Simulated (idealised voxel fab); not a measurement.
Process module in this document: voxel capacitor over wiring
The width of the displayed cross-section, cut, is 295 nm; its cells are square, with a size of 5 nm.
Format of a cross-section: grid, square cells. Given as bands. Order: top down. Band: one or more rows of cells.
The entry gives the band's vertical extent as a top height and a bottom height in nm, then its horizontal make-up as materials from left to right, each with a width in nm. "air" stands for empty space; a single material marked "edge to edge" fills the band edge to edge.
Zero point of the height axis is 0; under it, received wafer = one material. Lowest band: continues down indefinitely, "0..down".
Width spec "30..40" -> top row of cells at first value, bottom row at second value, equal per-row change in between.
Given "same as before" for a step, no cell of the cross-section differs between before and after that step.
"closed voids": sealed empty spaces, 8 cells or more, no open way to top, listed width x height at distance, with distance from the left edge and width, height and distance in nm.
Note: text after step settings on the step line = simulator remark on that step.
overlay nm: where the mask lay relative to plan, measured to the right, on steps with a mask; negatives go left.
**Steps in the process plan**
step 1: RECEIVE, material Si
step 2: CONFORMAL_DEP, material SiO2, thk nm 15
step 3: CONFORMAL_DEP, material SiCN, thk nm 5
step 4: DIRECTIONAL_DEP, material SiO2, thk nm 20
step 5: MASKED_ETCH, tone open, mask id METAL_1, width nm 20, pitch nm 85, etch materials SiO2, depth nm 20, overlay nm 0
step 6: MASKED_ETCH, tone open, mask id METAL_1, width nm 20, pitch nm 85, etch materials SiCN, depth nm 5, overlay nm 0
step 7: CONFORMAL_DEP, material TiN, thk nm 5
step 8: FILL_DEP, material Cu, thk nm 10
step 9: CMP, height nm 40
step 10: CONFORMAL_DEP, material SiCN, thk nm 5
step 11: DIRECTIONAL_DEP, material SiO2, thk nm 10
step 12: DIRECTIONAL_DEP, material aC, thk nm 15
step 13: PATTERN, tone open, mask id PLUG_1, material resist, width nm 15, thk nm 35, overlay nm 0
step 14: DIRECTIONAL_ETCH, etch materials aC, depth nm 15
step 15: STRIP, etch materials resist
step 16: DIRECTIONAL_ETCH, etch materials SiO2, depth nm 10
step 17: DIRECTIONAL_ETCH, etch materials SiCN, depth nm 5
step 18: STRIP, etch materials aC
step 19: EPI, material Ru, thk nm 10
step 20: EPI, material Ru, thk nm 5
step 21: DIRECTIONAL_DEP, material TiN, thk nm 10
step 22: DIRECTIONAL_DEP, material SiN, thk nm 5
step 23: DIRECTIONAL_DEP, material TiN, thk nm 5
step 24: DIRECTIONAL_DEP, material aC, thk nm 15
step 25: PATTERN, tone cover, mask id UPPER_PLATE, material resist, width nm 70, thk nm 30, overlay nm 0
step 26: DIRECTIONAL_ETCH, etch materials aC, depth nm 15
step 27: STRIP, etch materials resist
step 28: DIRECTIONAL_ETCH, etch materials TiN, depth nm 5
step 29: DIRECTIONAL_ETCH, etch materials SiN, depth nm 5
step 30: STRIP, etch materials aC
step 31: DIRECTIONAL_DEP, material aC, thk nm 15
step 32: PATTERN, tone cover, mask id LOWER_PLATE, material resist, width nm 80, thk nm 30, overlay nm 0
step 33: DIRECTIONAL_ETCH, etch materials aC, depth nm 15
step 34: STRIP, etch materials resist
step 35: DIRECTIONAL_ETCH, etch materials TiN, depth nm 10
step 36: STRIP, etch materials aC
step 37: FILL_DEP, material SiO2, thk nm 15
step 38: CMP, height nm 85
step 39: DIRECTIONAL_DEP, material aC, thk nm 10
step 40: PATTERN, tone open, mask id PLUG_2, material resist, width nm 15, thk nm 25, overlay nm 0
step 41: DIRECTIONAL_ETCH, etch materials aC, depth nm 10
step 42: STRIP, etch materials resist
step 43: DIRECTIONAL_ETCH, etch materials SiO2, depth nm 10
step 44: STRIP, etch materials aC
step 45: CONFORMAL_DEP, material TiN, thk nm 5
step 46: FILL_DEP, material Cu, thk nm 5
step 47: CMP, height nm 85
step 48: CONFORMAL_DEP, material SiN, thk nm 5
**Below: the first of two wafers, run as planned**
**As received (post step 1): cross-section**
> 0..down  Si edge to edge
> closed voids: none
**Wafer section view after processing step 2**
> 15..0  SiO2 edge to edge
> Nothing below the height 0 has changed.
**Wafer section view after processing step 3**
> 20..15  SiCN edge to edge
> Nothing below the height 15 has changed.
**Wafer section view after processing step 4**
> 40..20  SiO2 edge to edge
> Nothing below the height 20 has changed.
**Wafer section view after processing step 5**
> 40..20  SiO2 (95) / air (20) / SiO2 (65) / air (20) / SiO2 (95)
> Nothing below the height 20 has changed.
**Wafer section view after processing step 6**
> 40..20  SiO2 (95) / air (20) / SiO2 (65) / air (20) / SiO2 (95)
> 20..15  SiCN (95) / air (20) / SiCN (65) / air (20) / SiCN (95)
> Nothing below the height 15 has changed.
**Wafer section view after processing step 7**
> 45..40  TiN (100) / air (10) / TiN (75) / air (10) / TiN (100)
> 40..20  SiO2 (95) / TiN (5) / air (10) / TiN (5) / SiO2 (65) / TiN (5) / air (10) / TiN (5) / SiO2 (95)
> 20..15  SiCN (95) / TiN (20) / SiCN (65) / TiN (20) / SiCN (95)
> Nothing below the height 15 has changed.
**Wafer section view after processing step 8**
> 55..45  Cu edge to edge
> 45..40  TiN (100) / Cu (10) / TiN (75) / Cu (10) / TiN (100)
> 40..20  SiO2 (95) / TiN (5) / Cu (10) / TiN (5) / SiO2 (65) / TiN (5) / Cu (10) / TiN (5) / SiO2 (95)
> Nothing below the height 20 has changed.
**Wafer section view after processing step 9**
> 40..20  SiO2 (95) / TiN (5) / Cu (10) / TiN (5) / SiO2 (65) / TiN (5) / Cu (10) / TiN (5) / SiO2 (95)
> Nothing below the height 20 has changed.
**Wafer section view after processing step 10**
> 45..40  SiCN edge to edge
> Nothing below the height 40 has changed.
**Wafer section view after processing step 11**
> 55..45  SiO2 edge to edge
> Nothing below the height 45 has changed.
**Wafer section view after processing step 12**
> 70..55  aC edge to edge
> Nothing below the height 55 has changed.
**Wafer section view after processing step 13**
> 105..70  resist (100) / air (15) / resist (180)
> Nothing below the height 70 has changed.
**Wafer section view after processing step 14**
> 90..70  resist (100) / air (15) / resist (180)
> 70..55  aC (100) / air (15) / aC (180)
> Nothing below the height 55 has changed.
**Wafer section view after processing step 15**
> 70..55  aC (100) / air (15) / aC (180)
> Nothing below the height 55 has changed.
**Wafer section view after processing step 16**
> 70..55  aC (100) / air (15) / aC (180)
> 55..45  SiO2 (100) / air (15) / SiO2 (180)
> Nothing below the height 45 has changed.
**Wafer section view after processing step 17**
> 70..55  aC (100) / air (15) / aC (180)
> 55..45  SiO2 (100) / air (15) / SiO2 (180)
> 45..40  SiCN (100) / air (15) / SiCN (180)
> Nothing below the height 40 has changed.
**Wafer section view after processing step 18**
> 55..45  SiO2 (100) / air (15) / SiO2 (180)
> Nothing below the height 45 has changed.
**Wafer section view after processing step 19**
> 55..50  SiO2 (100) / air (15) / SiO2 (180)
> 50..45  SiO2 (100) / Ru (15) / SiO2 (180)
> 45..40  SiCN (100) / Ru (15) / SiCN (180)
> Nothing below the height 40 has changed.
**Wafer section view after processing step 20**
> 55..45  SiO2 (100) / Ru (15) / SiO2 (180)
> Nothing below the height 45 has changed.
**Wafer section view after processing step 21**
> 65..55  TiN edge to edge
> Nothing below the height 55 has changed.
**Wafer section view after processing step 22**
> 70..65  SiN edge to edge
> Nothing below the height 65 has changed.
**Wafer section view after processing step 23**
> 75..70  TiN edge to edge
> Nothing below the height 70 has changed.
**Wafer section view after processing step 24**
> 90..75  aC edge to edge
> Nothing below the height 75 has changed.
**Wafer section view after processing step 25**
> 120..90  air (100) / resist (70) / air (125)
> Nothing below the height 90 has changed.
**Wafer section view after processing step 26**
> 105..90  air (100) / resist (70) / air (125)
> 90..75  air (100) / aC (70) / air (125)
> Nothing below the height 75 has changed.
**Wafer section view after processing step 27**
> 90..75  air (100) / aC (70) / air (125)
> Nothing below the height 75 has changed.
**Wafer section view after processing step 28**
> 90..75  air (100) / aC (70) / air (125)
> 75..70  air (100) / TiN (70) / air (125)
> Nothing below the height 70 has changed.
**Wafer section view after processing step 29**
> 90..75  air (100) / aC (70) / air (125)
> 75..70  air (100) / TiN (70) / air (125)
> 70..65  air (100) / SiN (70) / air (125)
> Nothing below the height 65 has changed.
**Wafer section view after processing step 30**
> 75..70  air (100) / TiN (70) / air (125)
> Nothing below the height 70 has changed.
**Wafer section view after processing step 31**
> 90..80  air (100) / aC (70) / air (125)
> 80..75  aC edge to edge
> 75..70  aC (100) / TiN (70) / aC (125)
> 70..65  aC (100) / SiN (70) / aC (125)
> Nothing below the height 65 has changed.
**Wafer section view after processing step 32**
> 120..90  air (95) / resist (80) / air (120)
> 90..80  air (95) / resist (5) / aC (70) / resist (5) / air (120)
> Nothing below the height 80 has changed.
**Wafer section view after processing step 33**
> 105..90  air (95) / resist (80) / air (120)
> 90..80  air (95) / resist (5) / aC (70) / resist (5) / air (120)
> 80..75  air (95) / aC (80) / air (120)
> 75..70  air (95) / aC (5) / TiN (70) / aC (5) / air (120)
> 70..65  air (95) / aC (5) / SiN (70) / aC (5) / air (120)
> Nothing below the height 65 has changed.
**Wafer section view after processing step 34**
> 90..80  air (100) / aC (70) / air (125)
> Nothing below the height 80 has changed.
**Wafer section view after processing step 35**
> 90..80  air (100) / aC (70) / air (125)
> 80..75  air (95) / aC (80) / air (120)
> 75..70  air (95) / aC (5) / TiN (70) / aC (5) / air (120)
> 70..65  air (95) / aC (5) / SiN (70) / aC (5) / air (120)
> 65..55  air (95) / TiN (80) / air (120)
> Nothing below the height 55 has changed.
**Wafer section view after processing step 36**
> 75..70  air (100) / TiN (70) / air (125)
> 70..65  air (100) / SiN (70) / air (125)
> Nothing below the height 65 has changed.
**Wafer section view after processing step 37**
> 90..75  SiO2 edge to edge
> 75..70  SiO2 (100) / TiN (70) / SiO2 (125)
> 70..65  SiO2 (100) / SiN (70) / SiO2 (125)
> 65..55  SiO2 (95) / TiN (80) / SiO2 (120)
> Nothing below the height 55 has changed.
**Wafer section view after processing step 38**
> 85..75  SiO2 edge to edge
> Nothing below the height 75 has changed.
**Wafer section view after processing step 39**
> 95..85  aC edge to edge
> Nothing below the height 85 has changed.
**Wafer section view after processing step 40**
> 120..95  resist (110) / air (15) / resist (170)
> Nothing below the height 95 has changed.
**Wafer section view after processing step 41**
> 110..95  resist (110) / air (15) / resist (170)
> 95..85  aC (110) / air (15) / aC (170)
> Nothing below the height 85 has changed.
**Wafer section view after processing step 42**
> 95..85  aC (110) / air (15) / aC (170)
> Nothing below the height 85 has changed.
**Wafer section view after processing step 43**
> 95..85  aC (110) / air (15) / aC (170)
> 85..75  SiO2 (110) / air (15) / SiO2 (170)
> Nothing below the height 75 has changed.
**Wafer section view after processing step 44**
> 85..75  SiO2 (110) / air (15) / SiO2 (170)
> Nothing below the height 75 has changed.
**Wafer section view after processing step 45**
> 90..85  TiN (115) / air (5) / TiN (175)
> 85..80  SiO2 (110) / TiN (5) / air (5) / TiN (5) / SiO2 (170)
> 80..70  SiO2 (110..100) / TiN (15..70) / SiO2 (170..125)
> Nothing below the height 70 has changed.
**Wafer section view after processing step 46**
> 95..90  Cu edge to edge
> 90..85  TiN (115) / Cu (5) / TiN (175)
> 85..80  SiO2 (110) / TiN (5) / Cu (5) / TiN (5) / SiO2 (170)
> Nothing below the height 80 has changed.
**Wafer section view after processing step 47**
> 85..80  SiO2 (110) / TiN (5) / Cu (5) / TiN (5) / SiO2 (170)
> Nothing below the height 80 has changed.
**Wafer section view after processing step 48**
> 90..85  SiN edge to edge
> Nothing below the height 85 has changed.
**For the second wafer, take the first wafer's start and plan, then add one mistake made in running it; everything through step 24, that step included, is shared with the first**
**What the second wafer looks like in cross-section when step 25 should have wrapped up**
> 120..90  resist (100) / air (70) / resist (125)
> Nothing below the height 90 has changed.
**What the second wafer looks like in cross-section when step 26 should have wrapped up**
> 105..90  resist (100) / air (70) / resist (125)
> 90..75  aC (100) / air (70) / aC (125)
> Nothing below the height 75 has changed.
**What the second wafer looks like in cross-section when step 27 should have wrapped up**
> 90..75  aC (100) / air (70) / aC (125)
> Nothing below the height 75 has changed.
**What the second wafer looks like in cross-section when step 28 should have wrapped up**
> 90..75  aC (100) / air (70) / aC (125)
> 75..70  TiN (100) / air (70) / TiN (125)
> Nothing below the height 70 has changed.
**What the second wafer looks like in cross-section when step 29 should have wrapped up**
> 90..75  aC (100) / air (70) / aC (125)
> 75..70  TiN (100) / air (70) / TiN (125)
> 70..65  SiN (100) / air (70) / SiN (125)
> Nothing below the height 65 has changed.
**What the second wafer looks like in cross-section when step 30 should have wrapped up**
> 75..70  TiN (100) / air (70) / TiN (125)
> Nothing below the height 70 has changed.
**What the second wafer looks like in cross-section when step 31 should have wrapped up**
> 90..80  aC (100) / air (70) / aC (125)
> 80..75  aC edge to edge
> 75..70  TiN (100) / aC (70) / TiN (125)
> 70..65  SiN (100) / aC (70) / SiN (125)
> Nothing below the height 65 has changed.
**What the second wafer looks like in cross-section when step 32 should have wrapped up**
> 120..90  air (95) / resist (80) / air (120)
> 90..80  aC (100) / resist (70) / aC (125)
> Nothing below the height 80 has changed.
**What the second wafer looks like in cross-section when step 33 should have wrapped up**
> 105..90  air (95) / resist (80) / air (120)
> 90..80  air (95) / aC (5) / resist (70) / aC (5) / air (120)
> 80..75  air (95) / aC (80) / air (120)
> Nothing below the height 75 has changed.
**What the second wafer looks like in cross-section when step 34 should have wrapped up**
> 90..80  air (95) / aC (5) / air (70) / aC (5) / air (120)
> Nothing below the height 80 has changed.
**What the second wafer looks like in cross-section when step 35 should have wrapped up**
> 90..80  air (95) / aC (5) / air (70) / aC (5) / air (120)
> 80..75  air (95) / aC (80) / air (120)
> 75..70  air (95) / TiN (5) / aC (70) / TiN (5) / air (120)
> Nothing below the height 70 has changed.
**What the second wafer looks like in cross-section when step 36 should have wrapped up**
> 75..70  air (95) / TiN (5) / air (70) / TiN (5) / air (120)
> 70..65  SiN (100) / air (70) / SiN (125)
> Nothing below the height 65 has changed.
**What the second wafer looks like in cross-section when step 37 should have wrapped up**
> 90..75  SiO2 edge to edge
> 75..70  SiO2 (95) / TiN (5) / SiO2 (70) / TiN (5) / SiO2 (120)
> 70..65  SiN (100) / SiO2 (70) / SiN (125)
> Nothing below the height 65 has changed.
**What the second wafer looks like in cross-section when step 38 should have wrapped up**
> 85..75  SiO2 edge to edge
> Nothing below the height 75 has changed.
**What the second wafer looks like in cross-section when step 39 should have wrapped up**
> 95..85  aC edge to edge
> Nothing below the height 85 has changed.
**What the second wafer looks like in cross-section when step 40 should have wrapped up**
> 120..95  resist (110) / air (15) / resist (170)
> Nothing below the height 95 has changed.
**What the second wafer looks like in cross-section when step 41 should have wrapped up**
> 110..95  resist (110) / air (15) / resist (170)
> 95..85  aC (110) / air (15) / aC (170)
> Nothing below the height 85 has changed.
**What the second wafer looks like in cross-section when step 42 should have wrapped up**
> 95..85  aC (110) / air (15) / aC (170)
> Nothing below the height 85 has changed.
**What the second wafer looks like in cross-section when step 43 should have wrapped up**
> 95..85  aC (110) / air (15) / aC (170)
> 85..75  SiO2 (110) / air (15) / SiO2 (170)
> Nothing below the height 75 has changed.
**What the second wafer looks like in cross-section when step 44 should have wrapped up**
> 85..75  SiO2 (110) / air (15) / SiO2 (170)
> Nothing below the height 75 has changed.
**What the second wafer looks like in cross-section when step 45 should have wrapped up**
> 90..85  TiN (115) / air (5) / TiN (175)
> 85..80  SiO2 (110) / TiN (5) / air (5) / TiN (5) / SiO2 (170)
> 80..75  SiO2 (110) / TiN (15) / SiO2 (170)
> Nothing below the height 75 has changed.
**What the second wafer looks like in cross-section when step 46 should have wrapped up**
> 95..90  Cu edge to edge
> 90..85  TiN (115) / Cu (5) / TiN (175)
> 85..80  SiO2 (110) / TiN (5) / Cu (5) / TiN (5) / SiO2 (170)
> Nothing below the height 80 has changed.
**What the second wafer looks like in cross-section when step 47 should have wrapped up**
> 85..80  SiO2 (110) / TiN (5) / Cu (5) / TiN (5) / SiO2 (170)
> Nothing below the height 80 has changed.
**What the second wafer looks like in cross-section when step 48 should have wrapped up**
> 90..85  SiN edge to edge
> Nothing below the height 85 has changed.
Finding, execution versus plan: it should be noted that step 25 was executed with settings other than those planned, the operation and settings actually applied being PATTERN, tone open, mask id UPPER_PLATE, material resist, width nm 70, thk nm 30, overlay nm 0
Final tally in cells, some materials are higher or lower on the second wafer than on the first: +31 SiN; -105 SiO2; +74 TiN
